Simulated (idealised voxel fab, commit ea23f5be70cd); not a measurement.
The following is a process module called voxel trench capacitor.
Square cells of 5 nm make up the cross-section cut, whose width is 260 nm.
Bands, listed from the top down, are how a cross-section gets written in this document; the cross-section itself is a grid of square cells, and a band is one or more rows of them.
The band entry comprises the height of the band's top followed by the height of its bottom, expressed in nm, and subsequently the band's materials from left to right, each stated together with its width in nm. Where a single material is marked with the word "everywhere", that material fills the band from edge to edge. The word "blank" represents empty space.
All heights in this document are referenced to 0, defined as the level beneath which the wafer, as received, consists entirely of one material. The lowest band is not bounded below; it extends indefinitely downward and is written in the form "0 nm and below".
Width "30->40": first value at the band's top row of cells, second value at its bottom row, equal change from row to row.
The designation "left unchanged", where it is given for a processing step, indicates that no cell of the cross-section was altered in the course of that step.
"Completely enclosed voids" contains a list of empty spaces, each no smaller than 8 cells and without an open way to the top, written in the form width x height at distance with the distance from the left edge and all three in nm.
Anything after a step's settings on that line? It's the simulator's own note about the step.
overlay nm, on a step with a mask: how far to the right of its planned place the mask lay; to the left if negative
Reading key. Pairs: pre-step and post-step cross-section, one process step apart; post-step view only to lowest changed band. Step between + settings: beneath pair. Runs: pairs may be from different runs of this module, same starting wafer. Continuation from pair above: only where "Prior to processing" entry says.

PRIOR TO PROCESSING
    0 nm and below  Si everywhere
    Completely enclosed voids: none

AS PROCESSED
    5 nm to 0 nm  SiN everywhere
    Below 0 it's all the same as before, nothing changed down there.
    Completely enclosed voids: none
Intermediate step for the cross-sections above: CONFORMAL_DEP | material SiN | thk nm 5

Prior to processing: as in the pair right above, post-step view.

AS PROCESSED
    5 nm to 0 nm  SiN 90 / blank 25 / SiN 25 / blank 25 / SiN 95
    Below 0 it's all the same as before, nothing changed down there.
    Completely enclosed voids: none
Intermediate step for the cross-sections above: MASKED_ETCH | tone open | mask id TRENCH | width nm 25 | pitch nm 50 | etch materials SiN | depth nm 5 | overlay nm 0

Prior to processing: as in the pair right above, post-step view.

AS PROCESSED
    5 nm to 0 nm  SiN 90 / blank 25 / SiN 25 / blank 25 / SiN 95
    0 nm to -30 nm  Si 90 / blank 25 / Si 25 / blank 25 / Si 95
    Below -30 it's all the same as before, nothing changed down there.
    Completely enclosed voids: none
Intermediate step for the cross-sections above: MASKED_ETCH | tone open | mask id TRENCH | width nm 25 | pitch nm 50 | etch materials Si | depth nm 30 | overlay nm 0

Prior to processing: as in the pair right above, post-step view.

AS PROCESSED
    10 nm to 5 nm  SiO2 95 / blank 15 / SiO2 35 / blank 15 / SiO2 100
    5 nm to 0 nm  SiN 90 / SiO2 5 / blank 15 / SiO2 5 / SiN 25 / SiO2 5 / blank 15 / SiO2 5 / SiN 95
    0 nm to -25 nm  Si 90 / SiO2 5 / blank 15 / SiO2 5 / Si 25 / SiO2 5 / blank 15 / SiO2 5 / Si 95
    -25 nm to -30 nm  Si 90 / SiO2 25 / Si 25 / SiO2 25 / Si 95
    Below -30 it's all the same as before, nothing changed down there.
    Completely enclosed voids: none
Intermediate step for the cross-sections above: CONFORMAL_DEP | material SiO2 | thk nm 5

Prior to processing: as in the pair right above, post-step view.

AS PROCESSED
    20 nm to 10 nm  polySi everywhere
    10 nm to 5 nm  SiO2 95 / polySi 15 / SiO2 35 / polySi 15 / SiO2 100
    5 nm to 0 nm  SiN 90 / SiO2 5 / polySi 15 / SiO2 5 / SiN 25 / SiO2 5 / polySi 15 / SiO2 5 / SiN 95
    0 nm to -25 nm  Si 90 / SiO2 5 / polySi 15 / SiO2 5 / Si 25 / SiO2 5 / polySi 15 / SiO2 5 / Si 95
    Below -25 it's all the same as before, nothing changed down there.
    Completely enclosed voids: none
Intermediate step for the cross-sections above: FILL_DEP | material polySi | thk nm 10

Prior to processing: as in the pair right above, post-step view.

AS PROCESSED
    5 nm to 0 nm  SiN 90 / SiO2 5 / polySi 15 / SiO2 5 / SiN 25 / SiO2 5 / polySi 15 / SiO2 5 / SiN 95
    Below 0 it's all the same as before, nothing changed down there.
    Completely enclosed voids: none
Intermediate step for the cross-sections above: CMP | height nm 5

PRIOR TO PROCESSING
    0 nm and below  Si everywhere
    Completely enclosed voids: none

AS PROCESSED
    0 nm to -30 nm  Si 90 / blank 25 / Si 25 / blank 25 / Si 95
    Below -30 it's all the same as before, nothing changed down there.
    Completely enclosed voids: none
Intermediate step for the cross-sections above: MASKED_ETCH | tone open | mask id TRENCH | width nm 25 | pitch nm 50 | etch materials Si | depth nm 30 | overlay nm 0

Prior to processing: as in the pair right above, post-step view.

AS PROCESSED
    5 nm to 0 nm  SiO2 95 / blank 15 / SiO2 35 / blank 15 / SiO2 100
    0 nm to -25 nm  Si 90 / SiO2 5 / blank 15 / SiO2 5 / Si 25 / SiO2 5 / blank 15 / SiO2 5 / Si 95
    -25 nm to -30 nm  Si 90 / SiO2 25 / Si 25 / SiO2 25 / Si 95
    Below -30 it's all the same as before, nothing changed down there.
    Completely enclosed voids: none
Intermediate step for the cross-sections above: CONFORMAL_DEP | material SiO2 | thk nm 5

Prior to processing: as in the pair right above, post-step view.

AS PROCESSED
    15 nm to 5 nm  polySi everywhere
    5 nm to 0 nm  SiO2 95 / polySi 15 / SiO2 35 / polySi 15 / SiO2 100
    0 nm to -25 nm  Si 90 / SiO2 5 / polySi 15 / SiO2 5 / Si 25 / SiO2 5 / polySi 15 / SiO2 5 / Si 95
    Below -25 it's all the same as before, nothing changed down there.
    Completely enclosed voids: none
Intermediate step for the cross-sections above: FILL_DEP | material polySi | thk nm 10

Prior to processing: as in the pair right above, post-step view.

AS PROCESSED
    5 nm to 0 nm  SiO2 95 / polySi 15 / SiO2 35 / polySi 15 / SiO2 100
    Below 0 it's all the same as before, nothing changed down there.
    Completely enclosed voids: none
Intermediate step for the cross-sections above: CMP | height nm 5

PRIOR TO PROCESSING
    5 nm to 0 nm  SiN 90 / blank 25 / SiN 25 / blank 25 / SiN 95
    0 nm to -30 nm  Si 90 / blank 25 / Si 25 / blank 25 / Si 95
    -30 nm and below  Si everywhere
    Completely enclosed voids: none

AS PROCESSED
    5 nm to 0 nm  SiN 90 / blank 25 / SiN 25 / blank 25 / SiN 95
    0 nm to -60 nm  Si 90 / blank 25 / Si 25 / blank 25 / Si 95
    Below -60 it's all the same as before, nothing changed down there.
    Completely enclosed voids: none
Intermediate step for the cross-sections above: MASKED_ETCH | tone open | mask id TRENCH | width nm 25 | pitch nm 50 | etch materials Si | depth nm 30 | overlay nm 0

Prior to processing: as in the pair right above, post-step view.

AS PROCESSED
    10 nm to 5 nm  SiO2 95 / blank 15 / SiO2 35 / blank 15 / SiO2 100
    5 nm to 0 nm  SiN 90 / SiO2 5 / blank 15 / SiO2 5 / SiN 25 / SiO2 5 / blank 15 / SiO2 5 / SiN 95
    0 nm to -55 nm  Si 90 / SiO2 5 / blank 15 / SiO2 5 / Si 25 / SiO2 5 / blank 15 / SiO2 5 / Si 95
    -55 nm to -60 nm  Si 90 / SiO2 25 / Si 25 / SiO2 25 / Si 95
    Below -60 it's all the same as before, nothing changed down there.
    Completely enclosed voids: none
Intermediate step for the cross-sections above: CONFORMAL_DEP | material SiO2 | thk nm 5

Prior to processing: as in the pair right above, post-step view.

AS PROCESSED
    20 nm to 10 nm  polySi everywhere
    10 nm to 5 nm  SiO2 95 / polySi 15 / SiO2 35 / polySi 15 / SiO2 100
    5 nm to 0 nm  SiN 90 / SiO2 5 / polySi 15 / SiO2 5 / SiN 25 / SiO2 5 / polySi 15 / SiO2 5 / SiN 95
    0 nm to -55 nm  Si 90 / SiO2 5 / polySi 15 / SiO2 5 / Si 25 / SiO2 5 / polySi 15 / SiO2 5 / Si 95
    Below -55 it's all the same as before, nothing changed down there.
    Completely enclosed voids: none
Intermediate step for the cross-sections above: FILL_DEP | material polySi | thk nm 10

Prior to processing: as in the pair right above, post-step view.

AS PROCESSED
    5 nm to 0 nm  SiN 90 / SiO2 5 / polySi 15 / SiO2 5 / SiN 25 / SiO2 5 / polySi 15 / SiO2 5 / SiN 95
    Below 0 it's all the same as before, nothing changed down there.
    Completely enclosed voids: none
Intermediate step for the cross-sections above: CMP | height nm 5

PRIOR TO PROCESSING
    5 nm to 0 nm  SiN 90 / blank 25 / SiN 25 / blank 25 / SiN 95
    0 nm and below  Si everywhere
    Completely enclosed voids: none

AS PROCESSED
    5 nm to 0 nm  SiN 90 / blank 25 / SiN 25 / blank 25 / SiN 95
    0 nm to -40 nm  Si 90 / blank 25 / Si 25 / blank 25 / Si 95
    Below -40 it's all the same as before, nothing changed down there.
    Completely enclosed voids: none
Intermediate step for the cross-sections above: MASKED_ETCH | tone open | mask id TRENCH | width nm 25 | pitch nm 50 | etch materials Si | depth nm 40 | overlay nm 0

Prior to processing: as in the pair right above, post-step view.

AS PROCESSED
    10 nm to 5 nm  SiO2 95 / blank 15 / SiO2 35 / blank 15 / SiO2 100
    5 nm to 0 nm  SiN 90 / SiO2 5 / blank 15 / SiO2 5 / SiN 25 / SiO2 5 / blank 15 / SiO2 5 / SiN 95
    0 nm to -35 nm  Si 90 / SiO2 5 / blank 15 / SiO2 5 / Si 25 / SiO2 5 / blank 15 / SiO2 5 / Si 95
    -35 nm to -40 nm  Si 90 / SiO2 25 / Si 25 / SiO2 25 / Si 95
    Below -40 it's all the same as before, nothing changed down there.
    Completely enclosed voids: none
Intermediate step for the cross-sections above: CONFORMAL_DEP | material SiO2 | thk nm 5

Prior to processing: as in the pair right above, post-step view.

AS PROCESSED
    20 nm to 10 nm  polySi everywhere
    10 nm to 5 nm  SiO2 95 / polySi 15 / SiO2 35 / polySi 15 / SiO2 100
    5 nm to 0 nm  SiN 90 / SiO2 5 / polySi 15 / SiO2 5 / SiN 25 / SiO2 5 / polySi 15 / SiO2 5 / SiN 95
    0 nm to -35 nm  Si 90 / SiO2 5 / polySi 15 / SiO2 5 / Si 25 / SiO2 5 / polySi 15 / SiO2 5 / Si 95
    Below -35 it's all the same as before, nothing changed down there.
    Completely enclosed voids: none
Intermediate step for the cross-sections above: FILL_DEP | material polySi | thk nm 10

Prior to processing: as in the pair right above, post-step view.

AS PROCESSED
    5 nm to 0 nm  SiN 90 / SiO2 5 / polySi 15 / SiO2 5 / SiN 25 / SiO2 5 / polySi 15 / SiO2 5 / SiN 95
    Below 0 it's all the same as before, nothing changed down there.
    Completely enclosed voids: none
Intermediate step for the cross-sections above: CMP | height nm 5

PRIOR TO PROCESSING
    5 nm to 0 nm  SiN everywhere
    0 nm and below  Si everywhere
    Completely enclosed voids: none

AS PROCESSED
    5 nm to 0 nm  SiN 85 / blank 35 / SiN 15 / blank 35 / SiN 90
    Below 0 it's all the same as before, nothing changed down there.
    Completely enclosed voids: none
Intermediate step for the cross-sections above: MASKED_ETCH | tone open | mask id TRENCH | width nm 35 | pitch nm 50 | etch materials SiN | depth nm 5 | overlay nm 0

Prior to processing: as in the pair right above, post-step view.

AS PROCESSED
    5 nm to 0 nm  SiN 85 / blank 35 / SiN 15 / blank 35 / SiN 90
    0 nm to -30 nm  Si 90 / blank 25 / Si 25 / blank 25 / Si 95
    Below -30 it's all the same as before, nothing changed down there.
    Completely enclosed voids: none
Intermediate step for the cross-sections above: MASKED_ETCH | tone open | mask id TRENCH | width nm 25 | pitch nm 50 | etch materials Si | depth nm 30 | overlay nm 0

Prior to processing: as in the pair right above, post-step view.

AS PROCESSED
    10 nm to 5 nm  SiO2 90 / blank 25 / SiO2 25 / blank 25 / SiO2 95
    5 nm to 0 nm  SiN 85 / SiO2 10 / blank 15 / SiO2 10 / SiN 15 / SiO2 10 / blank 15 / SiO2 10 / SiN 90
    0 nm to -25 nm  Si 90 / SiO2 5 / blank 15 / SiO2 5 / Si 25 / SiO2 5 / blank 15 / SiO2 5 / Si 95
    -25 nm to -30 nm  Si 90 / SiO2 25 / Si 25 / SiO2 25 / Si 95
    Below -30 it's all the same as before, nothing changed down there.
    Completely enclosed voids: none
Intermediate step for the cross-sections above: CONFORMAL_DEP | material SiO2 | thk nm 5

Prior to processing: as in the pair right above, post-step view.

AS PROCESSED
    20 nm to 10 nm  polySi everywhere
    10 nm to 5 nm  SiO2 90 / polySi 25 / SiO2 25 / polySi 25 / SiO2 95
    5 nm to 0 nm  SiN 85 / SiO2 10 / polySi 15 / SiO2 10 / SiN 15 / SiO2 10 / polySi 15 / SiO2 10 / SiN 90
    0 nm to -25 nm  Si 90 / SiO2 5 / polySi 15 / SiO2 5 / Si 25 / SiO2 5 / polySi 15 / SiO2 5 / Si 95
    Below -25 it's all the same as before, nothing changed down there.
    Completely enclosed voids: none
Intermediate step for the cross-sections above: FILL_DEP | material polySi | thk nm 10

Prior to processing: as in the pair right above, post-step view.

AS PROCESSED
    5 nm to 0 nm  SiN 85 / SiO2 10 / polySi 15 / SiO2 10 / SiN 15 / SiO2 10 / polySi 15 / SiO2 10 / SiN 90
    Below 0 it's all the same as before, nothing changed down there.
    Completely enclosed voids: none
Intermediate step for the cross-sections above: CMP | height nm 5

PRIOR TO PROCESSING
    5 nm to 0 nm  SiN everywhere
    0 nm and below  Si everywhere
    Completely enclosed voids: none

AS PROCESSED
    5 nm to 0 nm  SiN 95 / blank 25 / SiN 25 / blank 25 / SiN 90
    Below 0 it's all the same as before, nothing changed down there.
    Completely enclosed voids: none
Intermediate step for the cross-sections above: MASKED_ETCH | tone open | mask id TRENCH | width nm 25 | pitch nm 50 | etch materials SiN | depth nm 5 | overlay nm 5

Prior to processing: as in the pair right above, post-step view.

AS PROCESSED
    5 nm to 0 nm  SiN 95 / blank 25 / SiN 25 / blank 25 / SiN 90
    0 nm to -30 nm  Si 95 / blank 20 / Si 30 / blank 20 / Si 95
    Below -30 it's all the same as before, nothing changed down there.
    Completely enclosed voids: none
Intermediate step for the cross-sections above: MASKED_ETCH | tone open | mask id TRENCH | width nm 25 | pitch nm 50 | etch materials Si | depth nm 30 | overlay nm 0

Prior to processing: as in the pair right above, post-step view.

AS PROCESSED
    10 nm to 5 nm  SiO2 100 / blank 15 / SiO2 35 / blank 15 / SiO2 95
    5 nm to 0 nm  SiN 95 / SiO2 5 / blank 10 / SiO2 10 / SiN 25 / SiO2 5 / blank 10 / SiO2 10 / SiN 90
    0 nm to -25 nm  Si 95 / SiO2 5 / blank 10 / SiO2 5 / Si 30 / SiO2 5 / blank 10 / SiO2 5 / Si 95
    -25 nm to -30 nm  Si 95 / SiO2 20 / Si 30 / SiO2 20 / Si 95
    Below -30 it's all the same as before, nothing changed down there.
    Completely enclosed voids: none
Intermediate step for the cross-sections above: CONFORMAL_DEP | material SiO2 | thk nm 5

Prior to processing: as in the pair right above, post-step view.

AS PROCESSED
    20 nm to 10 nm  polySi everywhere
    10 nm to 5 nm  SiO2 100 / polySi 15 / SiO2 35 / polySi 15 / SiO2 95
    5 nm to 0 nm  SiN 95 / SiO2 5 / polySi 10 / SiO2 10 / SiN 25 / SiO2 5 / polySi 10 / SiO2 10 / SiN 90
    0 nm to -25 nm  Si 95 / SiO2 5 / polySi 10 / SiO2 5 / Si 30 / SiO2 5 / polySi 10 / SiO2 5 / Si 95
    Below -25 it's all the same as before, nothing changed down there.
    Completely enclosed voids: none
Intermediate step for the cross-sections above: FILL_DEP | material polySi | thk nm 10

Prior to processing: as in the pair right above, post-step view.

AS PROCESSED
    5 nm to 0 nm  SiN 95 / SiO2 5 / polySi 10 / SiO2 10 / SiN 25 / SiO2 5 / polySi 10 / SiO2 10 / SiN 90
    Below 0 it's all the same as before, nothing changed down there.
    Completely enclosed voids: none
Intermediate step for the cross-sections above: CMP | height nm 5

PRIOR TO PROCESSING
    0 nm and below  Si everywhere
    Completely enclosed voids: none

AS PROCESSED
    5 nm to 0 nm  polySi everywhere
    Below 0 it's all the same as before, nothing changed down there.
    Completely enclosed voids: none
Intermediate step for the cross-sections above: CONFORMAL_DEP | material polySi | thk nm 5

Prior to processing: as in the pair right above, post-step view.

AS PROCESSED
    5 nm to 0 nm  polySi 90 / blank 25 / polySi 25 / blank 25 / polySi 95
    0 nm to -25 nm  Si 90 / blank 25 / Si 25 / blank 25 / Si 95
    Below -25 it's all the same as before, nothing changed down there.
    Completely enclosed voids: none
Intermediate step for the cross-sections above: MASKED_ETCH | tone open | mask id TRENCH | width nm 25 | pitch nm 50 | etch materials Si | depth nm 30 | overlay nm 0

Prior to processing: as in the pair right above, post-step view.

AS PROCESSED
    10 nm to 5 nm  SiO2 95 / blank 15 / SiO2 35 / blank 15 / SiO2 100
    5 nm to 0 nm  polySi 90 / SiO2 5 / blank 15 / SiO2 5 / polySi 25 / SiO2 5 / blank 15 / SiO2 5 / polySi 95
    0 nm to -20 nm  Si 90 / SiO2 5 / blank 15 / SiO2 5 / Si 25 / SiO2 5 / blank 15 / SiO2 5 / Si 95
    -20 nm to -25 nm  Si 90 / SiO2 25 / Si 25 / SiO2 25 / Si 95
    Below -25 it's all the same as before, nothing changed down there.
    Completely enclosed voids: none
Intermediate step for the cross-sections above: CONFORMAL_DEP | material SiO2 | thk nm 5

Prior to processing: as in the pair right above, post-step view.

AS PROCESSED
    20 nm to 10 nm  polySi everywhere
    10 nm to 5 nm  SiO2 95 / polySi 15 / SiO2 35 / polySi 15 / SiO2 100
    5 nm to 0 nm  polySi 90 / SiO2 5 / polySi 15 / SiO2 5 / polySi 25 / SiO2 5 / polySi 15 / SiO2 5 / polySi 95
    0 nm to -20 nm  Si 90 / SiO2 5 / polySi 15 / SiO2 5 / Si 25 / SiO2 5 / polySi 15 / SiO2 5 / Si 95
    Below -20 it's all the same as before, nothing changed down there.
    Completely enclosed voids: none
Intermediate step for the cross-sections above: FILL_DEP | material polySi | thk nm 10

Prior to processing: as in the pair right above, post-step view.

AS PROCESSED
    5 nm to 0 nm  polySi 90 / SiO2 5 / polySi 15 / SiO2 5 / polySi 25 / SiO2 5 / polySi 15 / SiO2 5 / polySi 95
    Below 0 it's all the same as before, nothing changed down there.
    Completely enclosed voids: none
Intermediate step for the cross-sections above: CMP | height nm 5

PRIOR TO PROCESSING
    5 nm to 0 nm  SiN everywhere
    0 nm and below  Si everywhere
    Completely enclosed voids: none

AS PROCESSED
    5 nm to 0 nm  blank 90 / SiN 25 / blank 25 / SiN 25 / blank 95
    Below 0 it's all the same as before, nothing changed down there.
    Completely enclosed voids: none
Intermediate step for the cross-sections above: MASKED_ETCH | tone cover | mask id TRENCH | width nm 25 | pitch nm 50 | etch materials SiN | depth nm 5 | overlay nm 0

Prior to processing: as in the pair right above, post-step view.

AS PROCESSED
    10 nm to 5 nm  blank 85 / SiO2 35 / blank 15 / SiO2 35 / blank 90
    5 nm to 0 nm  SiO2 90 / SiN 25 / SiO2 25 / SiN 25 / SiO2 95
    Below 0 it's all the same as before, nothing changed down there.
    Completely enclosed voids: none
Intermediate step for the cross-sections above: CONFORMAL_DEP | material SiO2 | thk nm 5

Prior to processing: as in the pair right above, post-step view.

AS PROCESSED
    20 nm to 10 nm  polySi everywhere
    10 nm to 5 nm  polySi 85 / SiO2 35 / polySi 15 / SiO2 35 / polySi 90
    Below 5 it's all the same as before, nothing changed down there.
    Completely enclosed voids: none
Intermediate step for the cross-sections above: FILL_DEP | material polySi | thk nm 10

Prior to processing: as in the pair right above, post-step view.

AS PROCESSED
    5 nm to 0 nm  SiO2 90 / SiN 25 / SiO2 25 / SiN 25 / SiO2 95
    Below 0 it's all the same as before, nothing changed down there.
    Completely enclosed voids: none
Intermediate step for the cross-sections above: CMP | height nm 5
